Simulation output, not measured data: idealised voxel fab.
Title: Process Module voxel capacitor over wiring
Displayed cross-section: cut, width of 295 nm, square cells sized 5 nm.
Cross-section layout: square cells on a grid; listed as bands, top to bottom; a band spans one or more cell rows.
The entry gives the band's vertical extent as a top height and a bottom height in nm, then its horizontal make-up as materials from left to right, each with a width in nm. "empty" stands for empty space; a single material marked "all across" fills the band edge to edge.
Where do heights start? At 0: under that level the wafer as delivered is made of one material only. And the lowest band has no floor; it just carries on downward, as in "0 down".
Note: "30->40" means the width goes from the first number (top row of the band) to the second number (bottom row) in equal steps per row of cells.
The designation "nothing was modified", where it is given for a processing step, indicates that no cell of the cross-section was altered in the course of that step.
"Sealed-off cavities" lists enclosed empty spaces (at least 8 cells, no open path upward to the top), each as width x height at distance from the left edge, in nm.
Formally, on a step line, whatever follows the settings is a remark that the simulator itself makes on the step.
overlay nm: where the mask lay relative to plan, measured to the right, on steps with a mask; negatives go left.
In what follows, pairs of cross-sections are presented, each taken before and after one process step, with the after cross-section shown only down to the lowest band that was altered; the step, together with its settings, is stated below the pair. The pairs may stem from different runs of this module on the same starting wafer; accordingly, a pair should be taken as continuing from the one above it solely where its entry headed "Before processing step" indicates as much.

Before processing step
0 down | Si all across
Sealed-off cavities: none

Resulting Structure
10 to 0 | SiO2 all across
Whatever lies below 0 is exactly as it was before.
Sealed-off cavities: none
Connecting step for the cross-sections above: CONFORMAL_DEP: material SiO2, thk nm 10

Before processing step: unchanged from the after cross-section in the pair immediately above; refer to that figure.

Resulting Structure
15 to 10 | TiN all across
Whatever lies below 10 is exactly as it was before.
Sealed-off cavities: none
Connecting step for the cross-sections above: DIRECTIONAL_DEP: material TiN, thk nm 5

Before processing step: unchanged from the after cross-section in the pair immediately above; refer to that figure.

Resulting Structure
35 to 15 | Ru all across
Whatever lies below 15 is exactly as it was before.
Sealed-off cavities: none
Connecting step for the cross-sections above: DIRECTIONAL_DEP: material Ru, thk nm 20

Before processing step: unchanged from the after cross-section in the pair immediately above; refer to that figure.

Resulting Structure
50 to 35 | empty=95, then resist=20, then empty=60, then resist=20, then empty=100
Whatever lies below 35 is exactly as it was before.
Sealed-off cavities: none
Connecting step for the cross-sections above: PATTERN: tone cover, mask id METAL_1, material resist, width nm 20, pitch nm 80, thk nm 15, overlay nm 0

Before processing step: unchanged from the after cross-section in the pair immediately above; refer to that figure.

Resulting Structure
50 to 35 | empty=95, then resist=20, then empty=60, then resist=20, then empty=100
35 to 15 | empty=95, then Ru=20, then empty=60, then Ru=20, then empty=100
Whatever lies below 15 is exactly as it was before.
Sealed-off cavities: none
Connecting step for the cross-sections above: DIRECTIONAL_ETCH: etch materials Ru, depth nm 20

Before processing step: unchanged from the after cross-section in the pair immediately above; refer to that figure.

Resulting Structure
50 to 35 | empty=95, then resist=20, then empty=60, then resist=20, then empty=100
35 to 15 | empty=95, then Ru=20, then empty=60, then Ru=20, then empty=100
15 to 10 | empty=95, then TiN=20, then empty=60, then TiN=20, then empty=100
Whatever lies below 10 is exactly as it was before.
Sealed-off cavities: none
Connecting step for the cross-sections above: DIRECTIONAL_ETCH: etch materials TiN, depth nm 5

Before processing step: unchanged from the after cross-section in the pair immediately above; refer to that figure.

Resulting Structure
35 to 15 | empty=95, then Ru=20, then empty=60, then Ru=20, then empty=100
Whatever lies below 15 is exactly as it was before.
Sealed-off cavities: none
Connecting step for the cross-sections above: STRIP: etch materials resist

Before processing step: unchanged from the after cross-section in the pair immediately above; refer to that figure.

Resulting Structure
40 to 35 | empty=90, then SiN=30, then empty=50, then SiN=30, then empty=95
35 to 15 | empty=90, then SiN=5, then Ru=20, then SiN=5, then empty=50, then SiN=5, then Ru=20, then SiN=5, then empty=95
15 to 10 | SiN=95, then TiN=20, then SiN=60, then TiN=20, then SiN=100
Whatever lies below 10 is exactly as it was before.
Sealed-off cavities: none
Connecting step for the cross-sections above: CONFORMAL_DEP: material SiN, thk nm 5

Before processing step: unchanged from the after cross-section in the pair immediately above; refer to that figure.

Resulting Structure
50 to 40 | SiO2 all across
40 to 35 | SiO2=90, then SiN=30, then SiO2=50, then SiN=30, then SiO2=95
35 to 15 | SiO2=90, then SiN=5, then Ru=20, then SiN=5, then SiO2=50, then SiN=5, then Ru=20, then SiN=5, then SiO2=95
Whatever lies below 15 is exactly as it was before.
Sealed-off cavities: none
Connecting step for the cross-sections above: FILL_DEP: material SiO2, thk nm 10

Before processing step: unchanged from the after cross-section in the pair immediately above; refer to that figure.

Resulting Structure
35 to 15 | SiO2=90, then SiN=5, then Ru=20, then SiN=5, then SiO2=50, then SiN=5, then Ru=20, then SiN=5, then SiO2=95
Whatever lies below 15 is exactly as it was before.
Sealed-off cavities: none
Connecting step for the cross-sections above: CMP: height nm 35

Before processing step: unchanged from the after cross-section in the pair immediately above; refer to that figure.

Resulting Structure
40 to 35 | SiCN all across
Whatever lies below 35 is exactly as it was before.
Sealed-off cavities: none
Connecting step for the cross-sections above: CONFORMAL_DEP: material SiCN, thk nm 5

Before processing step: unchanged from the after cross-section in the pair immediately above; refer to that figure.

Resulting Structure
60 to 40 | SiO2 all across
Whatever lies below 40 is exactly as it was before.
Sealed-off cavities: none
Connecting step for the cross-sections above: DIRECTIONAL_DEP: material SiO2, thk nm 20

Before processing step: unchanged from the after cross-section in the pair immediately above; refer to that figure.

Resulting Structure
60 to 40 | SiO2=100, then empty=15, then SiO2=180
Whatever lies below 40 is exactly as it was before.
Sealed-off cavities: none
Connecting step for the cross-sections above: MASKED_ETCH: tone open, mask id PLUG_1, width nm 15, etch materials SiO2, depth nm 20, overlay nm 0

Before processing step: unchanged from the after cross-section in the pair immediately above; refer to that figure.

Resulting Structure
60 to 40 | SiO2=100, then empty=15, then SiO2=180
40 to 35 | SiCN=100, then empty=15, then SiCN=180
Whatever lies below 35 is exactly as it was before.
Sealed-off cavities: none
Connecting step for the cross-sections above: MASKED_ETCH: tone open, mask id PLUG_1, width nm 15, etch materials SiCN, depth nm 5, overlay nm 0

Before processing step: unchanged from the after cross-section in the pair immediately above; refer to that figure.

Resulting Structure
65 to 60 | TiN=105, then empty=5, then TiN=185
60 to 40 | SiO2=100, then TiN=5, then empty=5, then TiN=5, then SiO2=180
40 to 35 | SiCN=100, then TiN=15, then SiCN=180
Whatever lies below 35 is exactly as it was before.
Sealed-off cavities: none
Connecting step for the cross-sections above: CONFORMAL_DEP: material TiN, thk nm 5

Before processing step: unchanged from the after cross-section in the pair immediately above; refer to that figure.

Resulting Structure
75 to 65 | W all across
65 to 60 | TiN=105, then W=5, then TiN=185
60 to 40 | SiO2=100, then TiN=5, then W=5, then TiN=5, then SiO2=180
Whatever lies below 40 is exactly as it was before.
Sealed-off cavities: none
Connecting step for the cross-sections above: FILL_DEP: material W, thk nm 10

Before processing step: unchanged from the after cross-section in the pair immediately above; refer to that figure.

Resulting Structure
60 to 40 | SiO2=100, then TiN=5, then W=5, then TiN=5, then SiO2=180
Whatever lies below 40 is exactly as it was before.
Sealed-off cavities: none
Connecting step for the cross-sections above: CMP: height nm 60

Before processing step: unchanged from the after cross-section in the pair immediately above; refer to that figure.

Resulting Structure
65 to 60 | TiN all across
Whatever lies below 60 is exactly as it was before.
Sealed-off cavities: none
Connecting step for the cross-sections above: DIRECTIONAL_DEP: material TiN, thk nm 5

Before processing step: unchanged from the after cross-section in the pair immediately above; refer to that figure.

Resulting Structure
70 to 65 | Al2O3 all across
Whatever lies below 65 is exactly as it was before.
Sealed-off cavities: none
Connecting step for the cross-sections above: DIRECTIONAL_DEP: material Al2O3, thk nm 5

Before processing step: unchanged from the after cross-section in the pair immediately above; refer to that figure.

Resulting Structure
75 to 70 | TiN all across
Whatever lies below 70 is exactly as it was before.
Sealed-off cavities: none
Connecting step for the cross-sections above: DIRECTIONAL_DEP: material TiN, thk nm 5

Before processing step: unchanged from the after cross-section in the pair immediately above; refer to that figure.

Resulting Structure
75 to 70 | empty=100, then TiN=65, then empty=130
Whatever lies below 70 is exactly as it was before.
Sealed-off cavities: none
Connecting step for the cross-sections above: MASKED_ETCH: tone cover, mask id UPPER_PLATE, width nm 65, etch materials TiN, depth nm 5, overlay nm 0

Before processing step: unchanged from the after cross-section in the pair immediately above; refer to that figure.

Resulting Structure
75 to 70 | empty=100, then TiN=65, then empty=130
70 to 65 | empty=100, then Al2O3=65, then empty=130
Whatever lies below 65 is exactly as it was before.
Sealed-off cavities: none
Connecting step for the cross-sections above: MASKED_ETCH: tone cover, mask id UPPER_PLATE, width nm 65, etch materials Al2O3, depth nm 5, overlay nm 0

Before processing step: unchanged from the after cross-section in the pair immediately above; refer to that figure.

Resulting Structure
95 to 75 | empty=95, then resist=75, then empty=125
75 to 70 | empty=95, then resist=5, then TiN=65, then resist=5, then empty=125
70 to 65 | empty=95, then resist=5, then Al2O3=65, then resist=5, then empty=125
Whatever lies below 65 is exactly as it was before.
Sealed-off cavities: none
Connecting step for the cross-sections above: PATTERN: tone cover, mask id LOWER_PLATE, material resist, width nm 75, thk nm 20, overlay nm 0

Before processing step: unchanged from the after cross-section in the pair immediately above; refer to that figure.

Resulting Structure
95 to 75 | empty=95, then resist=75, then empty=125
75 to 70 | empty=95, then resist=5, then TiN=65, then resist=5, then empty=125
70 to 65 | empty=95, then resist=5, then Al2O3=65, then resist=5, then empty=125
65 to 60 | empty=95, then TiN=75, then empty=125
Whatever lies below 60 is exactly as it was before.
Sealed-off cavities: none
Connecting step for the cross-sections above: DIRECTIONAL_ETCH: etch materials TiN, depth nm 5

Before processing step: unchanged from the after cross-section in the pair immediately above; refer to that figure.

Resulting Structure
75 to 70 | empty=100, then TiN=65, then empty=130
70 to 65 | empty=100, then Al2O3=65, then empty=130
Whatever lies below 65 is exactly as it was before.
Sealed-off cavities: none
Connecting step for the cross-sections above: STRIP: etch materials resist

Before processing step: unchanged from the after cross-section in the pair immediately above; refer to that figure.

Resulting Structure
95 to 75 | SiO2 all across
75 to 70 | SiO2=100, then TiN=65, then SiO2=130
70 to 65 | SiO2=100, then Al2O3=65, then SiO2=130
65 to 60 | SiO2=95, then TiN=75, then SiO2=125
Whatever lies below 60 is exactly as it was before.
Sealed-off cavities: none
Connecting step for the cross-sections above: FILL_DEP: material SiO2, thk nm 20

Before processing step: unchanged from the after cross-section in the pair immediately above; refer to that figure.

Resulting Structure
90 to 75 | SiO2 all across
Whatever lies below 75 is exactly as it was before.
Sealed-off cavities: none
Connecting step for the cross-sections above: CMP: height nm 90

Before processing step: unchanged from the after cross-section in the pair immediately above; refer to that figure.

Resulting Structure
110 to 90 | resist=110, then empty=15, then resist=170
Whatever lies below 90 is exactly as it was before.
Sealed-off cavities: none
Connecting step for the cross-sections above: PATTERN: tone open, mask id PLUG_2, material resist, width nm 15, thk nm 20, overlay nm 0

Before processing step: unchanged from the after cross-section in the pair immediately above; refer to that figure.

Resulting Structure
110 to 90 | resist=110, then empty=15, then resist=170
90 to 75 | SiO2=110, then empty=15, then SiO2=170
Whatever lies below 75 is exactly as it was before.
Sealed-off cavities: none
Connecting step for the cross-sections above: DIRECTIONAL_ETCH: etch materials SiO2, depth nm 15

Before processing step: unchanged from the after cross-section in the pair immediately above; refer to that figure.

Resulting Structure
90 to 75 | SiO2=110, then empty=15, then SiO2=170
Whatever lies below 75 is exactly as it was before.
Sealed-off cavities: none
Connecting step for the cross-sections above: STRIP: etch materials resist

Before processing step: unchanged from the after cross-section in the pair immediately above; refer to that figure.

Resulting Structure
95 to 90 | TiN=115, then empty=5, then TiN=175
90 to 80 | SiO2=110, then TiN=5, then empty=5, then TiN=5, then SiO2=170
80 to 70 | SiO2=110->100, then TiN=15->65, then SiO2=170->130
Whatever lies below 70 is exactly as it was before.
Sealed-off cavities: none
Connecting step for the cross-sections above: CONFORMAL_DEP: material TiN, thk nm 5

Before processing step: unchanged from the after cross-section in the pair immediately above; refer to that figure.

Resulting Structure
105 to 95 | Ru all across
95 to 90 | TiN=115, then Ru=5, then TiN=175
90 to 80 | SiO2=110, then TiN=5, then Ru=5, then TiN=5, then SiO2=170
Whatever lies below 80 is exactly as it was before.
Sealed-off cavities: none
Connecting step for the cross-sections above: FILL_DEP: material Ru, thk nm 10

Before processing step: unchanged from the after cross-section in the pair immediately above; refer to that figure.

Resulting Structure
90 to 80 | SiO2=110, then TiN=5, then Ru=5, then TiN=5, then SiO2=170
Whatever lies below 80 is exactly as it was before.
Sealed-off cavities: none
Connecting step for the cross-sections above: CMP: height nm 90

Before processing step: unchanged from the after cross-section in the pair immediately above; refer to that figure.

Resulting Structure
95 to 90 | SiCN all across
Whatever lies below 90 is exactly as it was before.
Sealed-off cavities: none
Connecting step for the cross-sections above: CONFORMAL_DEP: material SiCN, thk nm 5

Before processing step
50 to 40 | SiO2 all across
40 to 35 | SiO2=90, then SiN=30, then SiO2=50, then SiN=30, then SiO2=95
35 to 15 | SiO2=90, then SiN=5, then Ru=20, then SiN=5, then SiO2=50, then SiN=5, then Ru=20, then SiN=5, then SiO2=95
15 to 10 | SiN=95, then TiN=20, then SiN=60, then TiN=20, then SiN=100
10 to 0 | SiO2 all across
0 down | Si all across
Sealed-off cavities: none

Resulting Structure
55 to 50 | SiCN all across
Whatever lies below 50 is exactly as it was before.
Sealed-off cavities: none
Connecting step for the cross-sections above: CONFORMAL_DEP: material SiCN, thk nm 5

Before processing step: unchanged from the after cross-section in the pair immediately above; refer to that figure.

Resulting Structure
75 to 55 | SiO2 all across
Whatever lies below 55 is exactly as it was before.
Sealed-off cavities: none
Connecting step for the cross-sections above: DIRECTIONAL_DEP: material SiO2, thk nm 20

Before processing step: unchanged from the after cross-section in the pair immediately above; refer to that figure.

Resulting Structure
75 to 55 | SiO2=100, then empty=15, then SiO2=180
Whatever lies below 55 is exactly as it was before.
Sealed-off cavities: none
Connecting step for the cross-sections above: MASKED_ETCH: tone open, mask id PLUG_1, width nm 15, etch materials SiO2, depth nm 20, overlay nm 0

Before processing step: unchanged from the after cross-section in the pair immediately above; refer to that figure.

Resulting Structure
75 to 55 | SiO2=100, then empty=15, then SiO2=180
55 to 50 | SiCN=100, then empty=15, then SiCN=180
Whatever lies below 50 is exactly as it was before.
Sealed-off cavities: none
Connecting step for the cross-sections above: MASKED_ETCH: tone open, mask id PLUG_1, width nm 15, etch materials SiCN, depth nm 5, overlay nm 0

Before processing step: unchanged from the after cross-section in the pair immediately above; refer to that figure.

Resulting Structure
80 to 75 | TiN=105, then empty=5, then TiN=185
75 to 55 | SiO2=100, then TiN=5, then empty=5, then TiN=5, then SiO2=180
55 to 50 | SiCN=100, then TiN=15, then SiCN=180
Whatever lies below 50 is exactly as it was before.
Sealed-off cavities: none
Connecting step for the cross-sections above: CONFORMAL_DEP: material TiN, thk nm 5

Before processing step: unchanged from the after cross-section in the pair immediately above; refer to that figure.

Resulting Structure
90 to 80 | W all across
80 to 75 | TiN=105, then W=5, then TiN=185
75 to 55 | SiO2=100, then TiN=5, then W=5, then TiN=5, then SiO2=180
Whatever lies below 55 is exactly as it was before.
Sealed-off cavities: none
Connecting step for the cross-sections above: FILL_DEP: material W, thk nm 10

Before processing step: unchanged from the after cross-section in the pair immediately above; refer to that figure.

Resulting Structure
60 to 55 | SiO2=100, then TiN=5, then W=5, then TiN=5, then SiO2=180
Whatever lies below 55 is exactly as it was before.
Sealed-off cavities: none
Connecting step for the cross-sections above: CMP: height nm 60

Before processing step: unchanged from the after cross-section in the pair immediately above; refer to that figure.

Resulting Structure
65 to 60 | TiN all across
Whatever lies below 60 is exactly as it was before.
Sealed-off cavities: none
Connecting step for the cross-sections above: DIRECTIONAL_DEP: material TiN, thk nm 5

Before processing step: unchanged from the after cross-section in the pair immediately above; refer to that figure.

Resulting Structure
70 to 65 | Al2O3 all across
Whatever lies below 65 is exactly as it was before.
Sealed-off cavities: none
Connecting step for the cross-sections above: DIRECTIONAL_DEP: material Al2O3, thk nm 5

Before processing step: unchanged from the after cross-section in the pair immediately above; refer to that figure.

Resulting Structure
75 to 70 | TiN all across
Whatever lies below 70 is exactly as it was before.
Sealed-off cavities: none
Connecting step for the cross-sections above: DIRECTIONAL_DEP: material TiN, thk nm 5

Before processing step: unchanged from the after cross-section in the pair immediately above; refer to that figure.

Resulting Structure
75 to 70 | empty=100, then TiN=65, then empty=130
Whatever lies below 70 is exactly as it was before.
Sealed-off cavities: none
Connecting step for the cross-sections above: MASKED_ETCH: tone cover, mask id UPPER_PLATE, width nm 65, etch materials TiN, depth nm 5, overlay nm 0

Before processing step: unchanged from the after cross-section in the pair immediately above; refer to that figure.

Resulting Structure
75 to 70 | empty=100, then TiN=65, then empty=130
70 to 65 | empty=100, then Al2O3=65, then empty=130
Whatever lies below 65 is exactly as it was before.
Sealed-off cavities: none
Connecting step for the cross-sections above: MASKED_ETCH: tone cover, mask id UPPER_PLATE, width nm 65, etch materials Al2O3, depth nm 5, overlay nm 0

Before processing step: unchanged from the after cross-section in the pair immediately above; refer to that figure.

Resulting Structure
95 to 75 | empty=95, then resist=75, then empty=125
75 to 70 | empty=95, then resist=5, then TiN=65, then resist=5, then empty=125
70 to 65 | empty=95, then resist=5, then Al2O3=65, then resist=5, then empty=125
Whatever lies below 65 is exactly as it was before.
Sealed-off cavities: none
Connecting step for the cross-sections above: PATTERN: tone cover, mask id LOWER_PLATE, material resist, width nm 75, thk nm 20, overlay nm 0

Before processing step: unchanged from the after cross-section in the pair immediately above; refer to that figure.

Resulting Structure
95 to 75 | empty=95, then resist=75, then empty=125
75 to 70 | empty=95, then resist=5, then TiN=65, then resist=5, then empty=125
70 to 65 | empty=95, then resist=5, then Al2O3=65, then resist=5, then empty=125
65 to 60 | empty=95, then TiN=75, then empty=125
Whatever lies below 60 is exactly as it was before.
Sealed-off cavities: none
Connecting step for the cross-sections above: DIRECTIONAL_ETCH: etch materials TiN, depth nm 5

Before processing step: unchanged from the after cross-section in the pair immediately above; refer to that figure.

Resulting Structure
75 to 70 | empty=100, then TiN=65, then empty=130
70 to 65 | empty=100, then Al2O3=65, then empty=130
Whatever lies below 65 is exactly as it was before.
Sealed-off cavities: none
Connecting step for the cross-sections above: STRIP: etch materials resist

Before processing step: unchanged from the after cross-section in the pair immediately above; refer to that figure.

Resulting Structure
95 to 75 | SiO2 all across
75 to 70 | SiO2=100, then TiN=65, then SiO2=130
70 to 65 | SiO2=100, then Al2O3=65, then SiO2=130
65 to 60 | SiO2=95, then TiN=75, then SiO2=125
Whatever lies below 60 is exactly as it was before.
Sealed-off cavities: none
Connecting step for the cross-sections above: FILL_DEP: material SiO2, thk nm 20

Before processing step: unchanged from the after cross-section in the pair immediately above; refer to that figure.

Resulting Structure
90 to 75 | SiO2 all across
Whatever lies below 75 is exactly as it was before.
Sealed-off cavities: none
Connecting step for the cross-sections above: CMP: height nm 90

Before processing step: unchanged from the after cross-section in the pair immediately above; refer to that figure.

Resulting Structure
110 to 90 | resist=110, then empty=15, then resist=170
Whatever lies below 90 is exactly as it was before.
Sealed-off cavities: none
Connecting step for the cross-sections above: PATTERN: tone open, mask id PLUG_2, material resist, width nm 15, thk nm 20, overlay nm 0

Before processing step: unchanged from the after cross-section in the pair immediately above; refer to that figure.

Resulting Structure
110 to 90 | resist=110, then empty=15, then resist=170
90 to 75 | SiO2=110, then empty=15, then SiO2=170
Whatever lies below 75 is exactly as it was before.
Sealed-off cavities: none
Connecting step for the cross-sections above: DIRECTIONAL_ETCH: etch materials SiO2, depth nm 15

Before processing step: unchanged from the after cross-section in the pair immediately above; refer to that figure.

Resulting Structure
90 to 75 | SiO2=110, then empty=15, then SiO2=170
Whatever lies below 75 is exactly as it was before.
Sealed-off cavities: none
Connecting step for the cross-sections above: STRIP: etch materials resist

Before processing step: unchanged from the after cross-section in the pair immediately above; refer to that figure.

Resulting Structure
95 to 90 | TiN=115, then empty=5, then TiN=175
90 to 80 | SiO2=110, then TiN=5, then empty=5, then TiN=5, then SiO2=170
80 to 70 | SiO2=110->100, then TiN=15->65, then SiO2=170->130
Whatever lies below 70 is exactly as it was before.
Sealed-off cavities: none
Connecting step for the cross-sections above: CONFORMAL_DEP: material TiN, thk nm 5

Before processing step: unchanged from the after cross-section in the pair immediately above; refer to that figure.

Resulting Structure
105 to 95 | Ru all across
95 to 90 | TiN=115, then Ru=5, then TiN=175
90 to 80 | SiO2=110, then TiN=5, then Ru=5, then TiN=5, then SiO2=170
Whatever lies below 80 is exactly as it was before.
Sealed-off cavities: none
Connecting step for the cross-sections above: FILL_DEP: material Ru, thk nm 10

Before processing step: unchanged from the after cross-section in the pair immediately above; refer to that figure.

Resulting Structure
90 to 80 | SiO2=110, then TiN=5, then Ru=5, then TiN=5, then SiO2=170
Whatever lies below 80 is exactly as it was before.
Sealed-off cavities: none
Connecting step for the cross-sections above: CMP: height nm 90

Before processing step: unchanged from the after cross-section in the pair immediately above; refer to that figure.

Resulting Structure
95 to 90 | SiCN all across
Whatever lies below 90 is exactly as it was before.
Sealed-off cavities: none
Connecting step for the cross-sections above: CONFORMAL_DEP: material SiCN, thk nm 5

Before processing step
65 to 60 | TiN all across
60 to 40 | SiO2=100, then TiN=5, then W=5, then TiN=5, then SiO2=180
40 to 35 | SiCN=100, then TiN=15, then SiCN=180
35 to 15 | SiO2=90, then SiN=5, then Ru=20, then SiN=5, then SiO2=50, then SiN=5, then Ru=20, then SiN=5, then SiO2=95
15 to 10 | SiN=95, then TiN=20, then SiN=60, then TiN=20, then SiN=100
10 to 0 | SiO2 all across
0 down | Si all across
Sealed-off cavities: none

Resulting Structure
70 to 60 | TiN all across
Whatever lies below 60 is exactly as it was before.
Sealed-off cavities: none
Connecting step for the cross-sections above: DIRECTIONAL_DEP: material TiN, thk nm 5

Before processing step: unchanged from the after cross-section in the pair immediately above; refer to that figure.

Resulting Structure
75 to 70 | Al2O3 all across
Whatever lies below 70 is exactly as it was before.
Sealed-off cavities: none
Connecting step for the cross-sections above: DIRECTIONAL_DEP: material Al2O3, thk nm 5

Before processing step: unchanged from the after cross-section in the pair immediately above; refer to that figure.

Resulting Structure
75 to 70 | empty=100, then Al2O3=65, then empty=130
Whatever lies below 70 is exactly as it was before.
Sealed-off cavities: none
Connecting step for the cross-sections above: MASKED_ETCH: tone cover, mask id UPPER_PLATE, width nm 65, etch materials Al2O3, depth nm 5, overlay nm 0

Before processing step: unchanged from the after cross-section in the pair immediately above; refer to that figure.

Resulting Structure
95 to 75 | empty=95, then resist=75, then empty=125
75 to 70 | empty=95, then resist=5, then Al2O3=65, then resist=5, then empty=125
Whatever lies below 70 is exactly as it was before.
Sealed-off cavities: none
Connecting step for the cross-sections above: PATTERN: tone cover, mask id LOWER_PLATE, material resist, width nm 75, thk nm 20, overlay nm 0

Before processing step: unchanged from the after cross-section in the pair immediately above; refer to that figure.

Resulting Structure
95 to 75 | empty=95, then resist=75, then empty=125
75 to 70 | empty=95, then resist=5, then Al2O3=65, then resist=5, then empty=125
70 to 65 | empty=95, then TiN=75, then empty=125
Whatever lies below 65 is exactly as it was before.
Sealed-off cavities: none
Connecting step for the cross-sections above: DIRECTIONAL_ETCH: etch materials TiN, depth nm 5

Before processing step: unchanged from the after cross-section in the pair immediately above; refer to that figure.

Resulting Structure
75 to 70 | empty=100, then Al2O3=65, then empty=130
Whatever lies below 70 is exactly as it was before.
Sealed-off cavities: none
Connecting step for the cross-sections above: STRIP: etch materials resist

Before processing step: unchanged from the after cross-section in the pair immediately above; refer to that figure.

Resulting Structure
95 to 75 | SiO2 all across
75 to 70 | SiO2=100, then Al2O3=65, then SiO2=130
70 to 65 | SiO2=95, then TiN=75, then SiO2=125
Whatever lies below 65 is exactly as it was before.
Sealed-off cavities: none
Connecting step for the cross-sections above: FILL_DEP: material SiO2, thk nm 20

Before processing step: unchanged from the after cross-section in the pair immediately above; refer to that figure.

Resulting Structure
90 to 75 | SiO2 all across
Whatever lies below 75 is exactly as it was before.
Sealed-off cavities: none
Connecting step for the cross-sections above: CMP: height nm 90

Before processing step: unchanged from the after cross-section in the pair immediately above; refer to that figure.

Resulting Structure
110 to 90 | resist=110, then empty=15, then resist=170
Whatever lies below 90 is exactly as it was before.
Sealed-off cavities: none
Connecting step for the cross-sections above: PATTERN: tone open, mask id PLUG_2, material resist, width nm 15, thk nm 20, overlay nm 0

Before processing step: unchanged from the after cross-section in the pair immediately above; refer to that figure.

Resulting Structure
110 to 90 | resist=110, then empty=15, then resist=170
90 to 75 | SiO2=110, then empty=15, then SiO2=170
Whatever lies below 75 is exactly as it was before.
Sealed-off cavities: none
Connecting step for the cross-sections above: DIRECTIONAL_ETCH: etch materials SiO2, depth nm 15

Before processing step: unchanged from the after cross-section in the pair immediately above; refer to that figure.

Resulting Structure
90 to 75 | SiO2=110, then empty=15, then SiO2=170
Whatever lies below 75 is exactly as it was before.
Sealed-off cavities: none
Connecting step for the cross-sections above: STRIP: etch materials resist

Before processing step: unchanged from the after cross-section in the pair immediately above; refer to that figure.

Resulting Structure
95 to 90 | TiN=115, then empty=5, then TiN=175
90 to 80 | SiO2=110, then TiN=5, then empty=5, then TiN=5, then SiO2=170
80 to 75 | SiO2=110, then TiN=15, then SiO2=170
Whatever lies below 75 is exactly as it was before.
Sealed-off cavities: none
Connecting step for the cross-sections above: CONFORMAL_DEP: material TiN, thk nm 5

Before processing step: unchanged from the after cross-section in the pair immediately above; refer to that figure.

Resulting Structure
105 to 95 | Ru all across
95 to 90 | TiN=115, then Ru=5, then TiN=175
90 to 80 | SiO2=110, then TiN=5, then Ru=5, then TiN=5, then SiO2=170
Whatever lies below 80 is exactly as it was before.
Sealed-off cavities: none
Connecting step for the cross-sections above: FILL_DEP: material Ru, thk nm 10

Before processing step: unchanged from the after cross-section in the pair immediately above; refer to that figure.

Resulting Structure
90 to 80 | SiO2=110, then TiN=5, then Ru=5, then TiN=5, then SiO2=170
Whatever lies below 80 is exactly as it was before.
Sealed-off cavities: none
Connecting step for the cross-sections above: CMP: height nm 90

Before processing step: unchanged from the after cross-section in the pair immediately above; refer to that figure.

Resulting Structure
95 to 90 | SiCN all across
Whatever lies below 90 is exactly as it was before.
Sealed-off cavities: none
Connecting step for the cross-sections above: CONFORMAL_DEP: material SiCN, thk nm 5

Before processing step
0 down | Si all across
Sealed-off cavities: none

Resulting Structure
15 to 0 | SiO2 all across
Whatever lies below 0 is exactly as it was before.
Sealed-off cavities: none
Connecting step for the cross-sections above: CONFORMAL_DEP: material SiO2, thk nm 15

Before processing step: unchanged from the after cross-section in the pair immediately above; refer to that figure.

Resulting Structure
20 to 15 | TiN all across
Whatever lies below 15 is exactly as it was before.
Sealed-off cavities: none
Connecting step for the cross-sections above: DIRECTIONAL_DEP: material TiN, thk nm 5

Before processing step: unchanged from the after cross-section in the pair immediately above; refer to that figure.

Resulting Structure
40 to 20 | Ru all across
Whatever lies below 20 is exactly as it was before.
Sealed-off cavities: none
Connecting step for the cross-sections above: DIRECTIONAL_DEP: material Ru, thk nm 20

Before processing step: unchanged from the after cross-section in the pair immediately above; refer to that figure.

Resulting Structure
55 to 40 | empty=95, then resist=20, then empty=60, then resist=20, then empty=100
Whatever lies below 40 is exactly as it was before.
Sealed-off cavities: none
Connecting step for the cross-sections above: PATTERN: tone cover, mask id METAL_1, material resist, width nm 20, pitch nm 80, thk nm 15, overlay nm 0

Before processing step: unchanged from the after cross-section in the pair immediately above; refer to that figure.

Resulting Structure
55 to 40 | empty=95, then resist=20, then empty=60, then resist=20, then empty=100
40 to 20 | empty=95, then Ru=20, then empty=60, then Ru=20, then empty=100
Whatever lies below 20 is exactly as it was before.
Sealed-off cavities: none
Connecting step for the cross-sections above: DIRECTIONAL_ETCH: etch materials Ru, depth nm 20

Before processing step: unchanged from the after cross-section in the pair immediately above; refer to that figure.

Resulting Structure
55 to 40 | empty=95, then resist=20, then empty=60, then resist=20, then empty=100
40 to 20 | empty=95, then Ru=20, then empty=60, then Ru=20, then empty=100
20 to 15 | empty=95, then TiN=20, then empty=60, then TiN=20, then empty=100
Whatever lies below 15 is exactly as it was before.
Sealed-off cavities: none
Connecting step for the cross-sections above: DIRECTIONAL_ETCH: etch materials TiN, depth nm 5

Before processing step: unchanged from the after cross-section in the pair immediately above; refer to that figure.

Resulting Structure
40 to 20 | empty=95, then Ru=20, then empty=60, then Ru=20, then empty=100
Whatever lies below 20 is exactly as it was before.
Sealed-off cavities: none
Connecting step for the cross-sections above: STRIP: etch materials resist

Before processing step: unchanged from the after cross-section in the pair immediately above; refer to that figure.

Resulting Structure
45 to 40 | empty=90, then SiN=30, then empty=50, then SiN=30, then empty=95
40 to 20 | empty=90, then SiN=5, then Ru=20, then SiN=5, then empty=50, then SiN=5, then Ru=20, then SiN=5, then empty=95
20 to 15 | SiN=95, then TiN=20, then SiN=60, then TiN=20, then SiN=100
Whatever lies below 15 is exactly as it was before.
Sealed-off cavities: none
Connecting step for the cross-sections above: CONFORMAL_DEP: material SiN, thk nm 5

Before processing step: unchanged from the after cross-section in the pair immediately above; refer to that figure.

Resulting Structure
55 to 45 | SiO2 all across
45 to 40 | SiO2=90, then SiN=30, then SiO2=50, then SiN=30, then SiO2=95
40 to 20 | SiO2=90, then SiN=5, then Ru=20, then SiN=5, then SiO2=50, then SiN=5, then Ru=20, then SiN=5, then SiO2=95
Whatever lies below 20 is exactly as it was before.
Sealed-off cavities: none
Connecting step for the cross-sections above: FILL_DEP: material SiO2, thk nm 10

Before processing step: unchanged from the after cross-section in the pair immediately above; refer to that figure.

Resulting Structure
35 to 20 | SiO2=90, then SiN=5, then Ru=20, then SiN=5, then SiO2=50, then SiN=5, then Ru=20, then SiN=5, then SiO2=95
Whatever lies below 20 is exactly as it was before.
Sealed-off cavities: none
Connecting step for the cross-sections above: CMP: height nm 35

Before processing step: unchanged from the after cross-section in the pair immediately above; refer to that figure.

Resulting Structure
40 to 35 | SiCN all across
Whatever lies below 35 is exactly as it was before.
Sealed-off cavities: none
Connecting step for the cross-sections above: CONFORMAL_DEP: material SiCN, thk nm 5

Before processing step: unchanged from the after cross-section in the pair immediately above; refer to that figure.

Resulting Structure
60 to 40 | SiO2 all across
Whatever lies below 40 is exactly as it was before.
Sealed-off cavities: none
Connecting step for the cross-sections above: DIRECTIONAL_DEP: material SiO2, thk nm 20
